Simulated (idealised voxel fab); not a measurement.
Process module, titled voxel self aligned contacts
This is section cut - it's 200 nm across, gridded in 5 nm square cells.
Heads up, the way a cross-section reads in here is a grid of square cells, handed over as bands from the top down, with every band being one or more rows of cells. Basically the band line says how high the top is and how high the bottom is, in nm, and then what's in it from left to right, every material with its width in nm. Empty space shows up as "blank", and if a single material carries "everywhere" it runs the full band edge to edge. Counting heights begins at 0, where everything beneath is, in the wafer as received, one material. The lowest band has no bottom; it goes on downwards, as "z 0 and below" shows. So if you see something like "30->40" for the width, read it as the top row of the band sitting at the first number and the bottom row at the second, with every row in between moving by the same amount as the last. "nothing different" means the step left every cell of the cross-section as it was. Any empty space of 8 cells or more lacking an open way to the top shows up in "Enclosed cavity list" as width x height at distance, distance from the left edge, in nm. Formally, on a step line, whatever follows the settings is a remark that the simulator itself makes on the step. A step line may carry the setting "overlay nm", which, for steps involving a mask, states the distance by which the mask lay to the right of its intended position; negative values denote displacement to the left. Reading key. Pairs: pre-step and post-step cross-section, one process step apart; post-step view only to lowest changed band. Step between + settings: beneath pair. Runs: pairs may be from different runs of this module, same starting wafer. Continuation from pair above: only where "Geometry before processing" entry says.

## Geometry before processing
z 60 to 50 | SiCN everywhere
z 50 to 30 | SiN everywhere
z 30 to 0 | polySi everywhere
z 0 to -5 | SiO2 everywhere
z -5 and below | Si everywhere
Enclosed cavity list: none

## Section, Post-Step
z 75 to 60 | 45 nm resist | 45 nm blank | 15 nm resist | 45 nm blank | 50 nm resist
All layers under 60 are left as they were.
Enclosed cavity list: none
Relating the two cross-sections above, the step in between is PATTERN,tone open,mask id CONTACT,material resist,width nm 45,pitch nm 60,thk nm 15,overlay nm 0

Geometry before processing: it's just the after picture from the pair right above this one.

## Section, Post-Step
z 60 to 50 | SiCN everywhere
All layers under 50 are left as they were.
Enclosed cavity list: none
Relating the two cross-sections above, the step in between is STRIP,etch materials resist

Geometry before processing: it's just the after picture from the pair right above this one.

## Section, Post-Step
z 65 to 60 | TiN everywhere
All layers under 60 are left as they were.
Enclosed cavity list: none
Relating the two cross-sections above, the step in between is CONFORMAL_DEP,material TiN,thk nm 5

Geometry before processing: it's just the after picture from the pair right above this one.

## Section, Post-Step
z 75 to 65 | Ru everywhere
All layers under 65 are left as they were.
Enclosed cavity list: none
Relating the two cross-sections above, the step in between is FILL_DEP,material Ru,thk nm 10

Geometry before processing: it's just the after picture from the pair right above this one.

## Section, Post-Step
z 60 to 50 | SiCN everywhere
All layers under 50 are left as they were.
Enclosed cavity list: none
Relating the two cross-sections above, the step in between is CMP,height nm 60

Geometry before processing: it's just the after picture from the pair right above this one.

## Section, Post-Step
z 65 to 50 | SiCN everywhere
All layers under 50 are left as they were.
Enclosed cavity list: none
Relating the two cross-sections above, the step in between is CONFORMAL_DEP,material SiCN,thk nm 5

## Geometry before processing
z 65 to 50 | aC everywhere
z 50 to 30 | SiN everywhere
z 30 to 0 | polySi everywhere
z 0 to -5 | SiO2 everywhere
z -5 and below | Si everywhere
Enclosed cavity list: none

## Section, Post-Step
z 100 to 65 | 25 nm resist | 25 nm blank | 35 nm resist | 25 nm blank | 35 nm resist | 25 nm blank | 30 nm resist
All layers under 65 are left as they were.
Enclosed cavity list: none
Relating the two cross-sections above, the step in between is PATTERN,tone open,mask id GATE,material resist,width nm 25,pitch nm 60,thk nm 35,overlay nm 0

Geometry before processing: it's just the after picture from the pair right above this one.

## Section, Post-Step
z 85 to 65 | 25 nm resist | 25 nm blank | 35 nm resist | 25 nm blank | 35 nm resist | 25 nm blank | 30 nm resist
z 65 to 50 | 25 nm aC | 25 nm blank | 35 nm aC | 25 nm blank | 35 nm aC | 25 nm blank | 30 nm aC
All layers under 50 are left as they were.
Enclosed cavity list: none
Relating the two cross-sections above, the step in between is DIRECTIONAL_ETCH,etch materials aC,depth nm 15

Geometry before processing: it's just the after picture from the pair right above this one.

## Section, Post-Step
z 65 to 50 | 25 nm aC | 25 nm blank | 35 nm aC | 25 nm blank | 35 nm aC | 25 nm blank | 30 nm aC
All layers under 50 are left as they were.
Enclosed cavity list: none
Relating the two cross-sections above, the step in between is STRIP,etch materials resist

Geometry before processing: it's just the after picture from the pair right above this one.

## Section, Post-Step
z 65 to 50 | 25 nm aC | 25 nm blank | 35 nm aC | 25 nm blank | 35 nm aC | 25 nm blank | 30 nm aC
z 50 to 30 | 25 nm SiN | 25 nm blank | 35 nm SiN | 25 nm blank | 35 nm SiN | 25 nm blank | 30 nm SiN
All layers under 30 are left as they were.
Enclosed cavity list: none
Relating the two cross-sections above, the step in between is DIRECTIONAL_ETCH,etch materials SiN,depth nm 20

Geometry before processing: it's just the after picture from the pair right above this one.

## Section, Post-Step
z 65 to 50 | 25 nm aC | 25 nm blank | 35 nm aC | 25 nm blank | 35 nm aC | 25 nm blank | 30 nm aC
z 50 to 30 | 25 nm SiN | 25 nm blank | 35 nm SiN | 25 nm blank | 35 nm SiN | 25 nm blank | 30 nm SiN
z 30 to 0 | 25 nm polySi | 25 nm blank | 35 nm polySi | 25 nm blank | 35 nm polySi | 25 nm blank | 30 nm polySi
All layers under 0 are left as they were.
Enclosed cavity list: none
Relating the two cross-sections above, the step in between is DIRECTIONAL_ETCH,etch materials polySi,depth nm 30

Geometry before processing: it's just the after picture from the pair right above this one.

## Section, Post-Step
z 50 to 30 | 25 nm SiN | 25 nm blank | 35 nm SiN | 25 nm blank | 35 nm SiN | 25 nm blank | 30 nm SiN
All layers under 30 are left as they were.
Enclosed cavity list: none
Relating the two cross-sections above, the step in between is STRIP,etch materials aC

Geometry before processing: it's just the after picture from the pair right above this one.

## Section, Post-Step
z 60 to 30 | 35 nm SiN | 5 nm blank | 55 nm SiN | 5 nm blank | 55 nm SiN | 5 nm blank | 40 nm SiN
z 30 to 10 | 25 nm polySi | 10 nm SiN | 5 nm blank | 10 nm SiN | 35 nm polySi | 10 nm SiN | 5 nm blank | 10 nm SiN | 35 nm polySi | 10 nm SiN | 5 nm blank | 10 nm SiN | 30 nm polySi
z 10 to 0 | 25 nm polySi | 25 nm SiN | 35 nm polySi | 25 nm SiN | 35 nm polySi | 25 nm SiN | 30 nm polySi
All layers under 0 are left as they were.
Enclosed cavity list: none
Relating the two cross-sections above, the step in between is CONFORMAL_DEP,material SiN,thk nm 10

Geometry before processing: it's just the after picture from the pair right above this one.

## Section, Post-Step
z 50 to 30 | 35 nm SiN | 5 nm blank | 55 nm SiN | 5 nm blank | 55 nm SiN | 5 nm blank | 40 nm SiN
z 30 to 0 | 25 nm polySi | 10 nm SiN | 5 nm blank | 10 nm SiN | 35 nm polySi | 10 nm SiN | 5 nm blank | 10 nm SiN | 35 nm polySi | 10 nm SiN | 5 nm blank | 10 nm SiN | 30 nm polySi
All layers under 0 are left as they were.
Enclosed cavity list: none
Relating the two cross-sections above, the step in between is DIRECTIONAL_ETCH,etch materials SiN,depth nm 10

Geometry before processing: it's just the after picture from the pair right above this one.

## Section, Post-Step
z 70 to 50 | SiO2 everywhere
z 50 to 30 | 35 nm SiN | 5 nm SiO2 | 55 nm SiN | 5 nm SiO2 | 55 nm SiN | 5 nm SiO2 | 40 nm SiN
z 30 to 0 | 25 nm polySi | 10 nm SiN | 5 nm SiO2 | 10 nm SiN | 35 nm polySi | 10 nm SiN | 5 nm SiO2 | 10 nm SiN | 35 nm polySi | 10 nm SiN | 5 nm SiO2 | 10 nm SiN | 30 nm polySi
All layers under 0 are left as they were.
Enclosed cavity list: none
Relating the two cross-sections above, the step in between is FILL_DEP,material SiO2,thk nm 20

Geometry before processing: it's just the after picture from the pair right above this one.

## Section, Post-Step
z 60 to 50 | SiO2 everywhere
All layers under 50 are left as they were.
Enclosed cavity list: none
Relating the two cross-sections above, the step in between is CMP,height nm 60

Geometry before processing: it's just the after picture from the pair right above this one.

## Section, Post-Step
z 75 to 60 | 45 nm resist | 45 nm blank | 15 nm resist | 45 nm blank | 50 nm resist
All layers under 60 are left as they were.
Enclosed cavity list: none
Relating the two cross-sections above, the step in between is PATTERN,tone open,mask id CONTACT,material resist,width nm 45,pitch nm 60,thk nm 15,overlay nm 0

Geometry before processing: it's just the after picture from the pair right above this one.

## Section, Post-Step
z 75 to 60 | 45 nm resist | 45 nm blank | 15 nm resist | 45 nm blank | 50 nm resist
z 60 to 50 | 45 nm SiO2 | 45 nm blank | 15 nm SiO2 | 45 nm blank | 50 nm SiO2
All layers under 50 are left as they were.
Enclosed cavity list: none
Relating the two cross-sections above, the step in between is DIRECTIONAL_ETCH,etch materials SiO2,depth nm 65

Geometry before processing: it's just the after picture from the pair right above this one.

## Section, Post-Step
z 60 to 50 | 45 nm SiO2 | 45 nm blank | 15 nm SiO2 | 45 nm blank | 50 nm SiO2
All layers under 50 are left as they were.
Enclosed cavity list: none
Relating the two cross-sections above, the step in between is STRIP,etch materials resist

Geometry before processing: it's just the after picture from the pair right above this one.

## Section, Post-Step
z 65 to 60 | 50 nm TiN | 35 nm blank | 25 nm TiN | 35 nm blank | 55 nm TiN
z 60 to 55 | 45 nm SiO2 | 5 nm TiN | 35 nm blank | 5 nm TiN | 15 nm SiO2 | 5 nm TiN | 35 nm blank | 5 nm TiN | 50 nm SiO2
z 55 to 50 | 45 nm SiO2 | 45 nm TiN | 15 nm SiO2 | 45 nm TiN | 50 nm SiO2
All layers under 50 are left as they were.
Enclosed cavity list: none
Relating the two cross-sections above, the step in between is CONFORMAL_DEP,material TiN,thk nm 5

Geometry before processing: it's just the after picture from the pair right above this one.

## Section, Post-Step
z 75 to 65 | Ru everywhere
z 65 to 60 | 50 nm TiN | 35 nm Ru | 25 nm TiN | 35 nm Ru | 55 nm TiN
z 60 to 55 | 45 nm SiO2 | 5 nm TiN | 35 nm Ru | 5 nm TiN | 15 nm SiO2 | 5 nm TiN | 35 nm Ru | 5 nm TiN | 50 nm SiO2
All layers under 55 are left as they were.
Enclosed cavity list: none
Relating the two cross-sections above, the step in between is FILL_DEP,material Ru,thk nm 10

Geometry before processing: it's just the after picture from the pair right above this one.

## Section, Post-Step
z 60 to 55 | 45 nm SiO2 | 5 nm TiN | 35 nm Ru | 5 nm TiN | 15 nm SiO2 | 5 nm TiN | 35 nm Ru | 5 nm TiN | 50 nm SiO2
All layers under 55 are left as they were.
Enclosed cavity list: none
Relating the two cross-sections above, the step in between is CMP,height nm 60

Geometry before processing: it's just the after picture from the pair right above this one.

## Section, Post-Step
z 65 to 60 | SiCN everywhere
All layers under 60 are left as they were.
Enclosed cavity list: none
Relating the two cross-sections above, the step in between is CONFORMAL_DEP,material SiCN,thk nm 5
